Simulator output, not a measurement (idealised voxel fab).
process module | voxel transistor to metal
cross-section cut | 175 nm wide | cells 5 nm
A cross-section is a grid of square cells, given in bands from the top down. A band is one or more rows of cells.
Each band's line starts with the height of the band's top and of its bottom, in nm. Then come its materials from left to right, each with its width in nm. One material with "throughout" fills the band from edge to edge. "air" is empty space.
Height 0 is the level under which the wafer as received is all one material. The lowest band goes on downwards, as in "0 down".
A width such as "30 to 40" changes by the same amount from each row of cells to the next, from the band's top row to its bottom row.
"no change" after a step means that no cell of the cross-section changed.
closed voids: empty space of 8 cells or more with no open way to the top, each as width x height at its distance from the left edge, in nm
after a step's settings: what the simulator itself notes on the step
overlay nm, on a step with a mask: how far to the right of its planned place the mask lay; to the left if negative
plan
1 op RECEIVE | material Si
2 op OXIDIZE | depth nm 5
3 op CONFORMAL_DEP | material SiN | thk nm 15
4 op MASKED_ETCH | tone cover | mask id ACTIVE | width nm 135 | etch materials SiN | depth nm 15 | overlay nm 0
5 op MASKED_ETCH | tone cover | mask id ACTIVE | width nm 135 | etch materials SiO2 | depth nm 5 | overlay nm 0
6 op MASKED_ETCH | tone cover | mask id ACTIVE | width nm 135 | etch materials Si | depth nm 30 | overlay nm 0
7 op FILL_DEP | material SiO2 | thk nm 10
8 op CMP | height nm 15
9 op SELECTIVE_ETCH | etch materials SiO2 | depth nm 5
10 op STRIP | etch materials SiN
11 op SELECTIVE_ETCH | etch materials SiO2 | depth nm 5
12 op OXIDIZE | depth nm 5
13 op DIRECTIONAL_DEP | material polySi | thk nm 25
14 op DIRECTIONAL_DEP | material SiCN | thk nm 15
15 op PATTERN | tone cover | mask id GATE | material resist | width nm 35 | thk nm 20 | overlay nm 0
16 op DIRECTIONAL_ETCH | etch materials SiCN | depth nm 25
17 op DIRECTIONAL_ETCH | etch materials polySi | depth nm 35
18 op STRIP | etch materials resist
19 op CONFORMAL_DEP | material SiO2 | thk nm 5
20 op DIRECTIONAL_ETCH | etch materials SiO2 | depth nm 5
21 op CONFORMAL_DEP | material SiN | thk nm 5
22 op DIRECTIONAL_ETCH | etch materials SiN | depth nm 5
23 op DIRECTIONAL_ETCH | etch materials SiO2 | depth nm 5
24 op DIRECTIONAL_ETCH | etch materials Si | depth nm 5
25 op EPI | material SiGe | thk nm 10
26 op FILL_DEP | material SiO2 | thk nm 10
27 op CMP | height nm 20
28 op STRIP | etch materials polySi
29 op SELECTIVE_ETCH | etch materials SiO2 | depth nm 5
30 op CONFORMAL_DEP | material HfO2 | thk nm 5
31 op CONFORMAL_DEP | material TiN | thk nm 5
32 op FILL_DEP | material W | thk nm 5
33 op CMP | height nm 15
34 op DIRECTIONAL_DEP | material SiO2 | thk nm 10
35 op MASKED_ETCH | tone open | mask id CONTACT | width nm 20 | pitch nm 95 | etch materials SiO2 | depth nm 30 | overlay nm 0
36 op CONFORMAL_DEP | material TiN | thk nm 5
37 op FILL_DEP | material Ru | thk nm 10
38 op CMP | height nm 25
39 op DIRECTIONAL_DEP | material TiN | thk nm 5
40 op DIRECTIONAL_DEP | material Ru | thk nm 20
41 op DIRECTIONAL_DEP | material aC | thk nm 10
42 op PATTERN | tone cover | mask id METAL_1 | material resist | width nm 20 | pitch nm 95 | thk nm 30 | overlay nm 0
43 op DIRECTIONAL_ETCH | etch materials aC | depth nm 10
44 op STRIP | etch materials resist
45 op DIRECTIONAL_ETCH | etch materials Ru | depth nm 20
46 op DIRECTIONAL_ETCH | etch materials TiN | depth nm 5
47 op STRIP | etch materials aC
48 op FILL_DEP | material SiO2 | thk nm 5
49 op CMP | height nm 50
50 op CONFORMAL_DEP | material SiCN | thk nm 5
51 op DIRECTIONAL_DEP | material lowk | thk nm 30
52 op MASKED_ETCH | tone open | mask id METAL_2 | width nm 20 | pitch nm 95 | etch materials lowk | depth nm 20 | overlay nm 0
53 op PATTERN | tone open | mask id METAL_2_HOLES | material resist | width nm 15 | pitch nm 95 | thk nm 15 | overlay nm 0
54 op DIRECTIONAL_ETCH | etch materials lowk | depth nm 10
55 op DIRECTIONAL_ETCH | etch materials SiCN | depth nm 5
56 op STRIP | etch materials resist
57 op CONFORMAL_DEP | material TiN | thk nm 5
58 op FILL_DEP | material Cu | thk nm 5
59 op CMP | height nm 85
60 op CONFORMAL_DEP | material SiN | thk nm 5
as received, after step 1
  0 down: Si throughout
  closed voids: none
first wafer at the end, as planned
  90 to 85: SiN throughout
  85 to 70: lowk 30 | TiN 5 | Cu 10 | TiN 5 | lowk 75 | TiN 5 | Cu 10 | TiN 5 | lowk 30
  70 to 65: lowk 30 | TiN 5 | Cu 5 | TiN 10 | lowk 75 | TiN 5 | Cu 5 | TiN 10 | lowk 30
  65 to 55: lowk 30 | TiN 5 | Cu 5 | TiN 5 | lowk 80 | TiN 5 | Cu 5 | TiN 5 | lowk 35
  55 to 50: SiCN 30 | TiN 15 | SiCN 80 | TiN 15 | SiCN 35
  50 to 30: SiO2 30 | Ru 20 | SiO2 75 | Ru 20 | SiO2 30
  30 to 25: SiO2 30 | TiN 20 | SiO2 75 | TiN 20 | SiO2 30
  25 to 15: SiO2 30 | TiN 5 | Ru 10 | TiN 5 | SiO2 75 | TiN 5 | Ru 10 | TiN 5 | SiO2 30
  15 to 5: SiO2 30 | TiN 5 | Ru 10 | TiN 5 | SiO2 10 | SiN 5 | HfO2 5 | TiN 5 | W 25 | TiN 5 | HfO2 5 | SiN 5 | SiO2 10 | TiN 5 | Ru 10 | TiN 5 | SiO2 30
  5 to 0: SiO2 20 | SiN 5 | SiO2 5 | TiN 10 | Ru 5 | TiN 5 | SiO2 10 | SiN 5 | HfO2 5 | TiN 5 | W 25 | TiN 5 | HfO2 5 | SiN 5 | SiO2 10 | TiN 5 | Ru 5 | TiN 10 | SiO2 5 | SiN 5 | SiO2 20
  0 to -5: SiO2 20 | SiN 5 | SiGe 10 | TiN 15 | SiGe 10 | SiN 5 | HfO2 5 | TiN 35 | HfO2 5 | SiN 5 | SiGe 10 | TiN 15 | SiGe 10 | SiN 5 | SiO2 20
  -5 to -10: SiO2 25 | SiGe 35 | SiO2 5 | HfO2 45 | SiO2 5 | SiGe 35 | SiO2 25
  -10 to -15: SiO2 20 | Si 5 | SiGe 35 | Si 55 | SiGe 35 | Si 5 | SiO2 20
  -15 to -35: SiO2 20 | Si 135 | SiO2 20
  -35 down: Si throughout
  closed voids: none
second wafer at the end: like start, like plan, one mistake
  90 to 85: SiN throughout
  85 to 70: lowk 30 | TiN 5 | Cu 10 | TiN 5 | lowk 75 | TiN 5 | Cu 10 | TiN 5 | lowk 30
  70 to 65: lowk 30 | TiN 5 | Cu 5 | TiN 10 | lowk 75 | TiN 5 | Cu 5 | TiN 10 | lowk 30
  65 to 55: lowk 30 | TiN 5 | Cu 5 | TiN 5 | lowk 80 | TiN 5 | Cu 5 | TiN 5 | lowk 35
  55 to 50: SiCN 30 | TiN 15 | SiCN 80 | TiN 15 | SiCN 35
  50 to 30: SiO2 30 | Ru 20 | SiO2 75 | Ru 20 | SiO2 30
  30 to 25: SiO2 30 | TiN 20 | SiO2 75 | TiN 20 | SiO2 30
  25 to 15: SiO2 30 | TiN 5 | Ru 10 | TiN 5 | SiO2 75 | TiN 5 | Ru 10 | TiN 5 | SiO2 30
  15 to 5: SiO2 30 | TiN 5 | Ru 10 | TiN 5 | SiO2 10 | SiN 5 | HfO2 5 | TiN 5 | W 25 | TiN 5 | HfO2 5 | SiN 5 | SiO2 10 | TiN 5 | Ru 10 | TiN 5 | SiO2 30
  5 to 0: SiO2 20 | SiN 5 | SiO2 5 | TiN 10 | Ru 5 | TiN 5 | SiO2 10 | SiN 5 | HfO2 5 | TiN 5 | W 25 | TiN 5 | HfO2 5 | SiN 5 | SiO2 10 | TiN 5 | Ru 5 | TiN 10 | SiO2 5 | SiN 5 | SiO2 20
  0 to -5: SiO2 20 | SiN 5 | SiGe 10 | TiN 15 | SiGe 10 | SiN 5 | HfO2 5 | TiN 35 | HfO2 5 | SiN 5 | SiGe 10 | TiN 15 | SiGe 10 | SiN 5 | SiO2 20
  -5 to -10: SiO2 25 | SiGe 35 | SiO2 5 | HfO2 45 | SiO2 5 | SiGe 35 | SiO2 25
  -10 to -15: SiO2 20 | Si 5 | SiGe 35 | Si 55 | SiGe 35 | Si 5 | SiO2 20
  -15 to -65: SiO2 20 | Si 135 | SiO2 20
  -65 down: Si throughout
  closed voids: none
what went wrong: step 6 was run twice
at the end the second wafer has, in cells: 48 fewer of Si | 48 more of SiO2
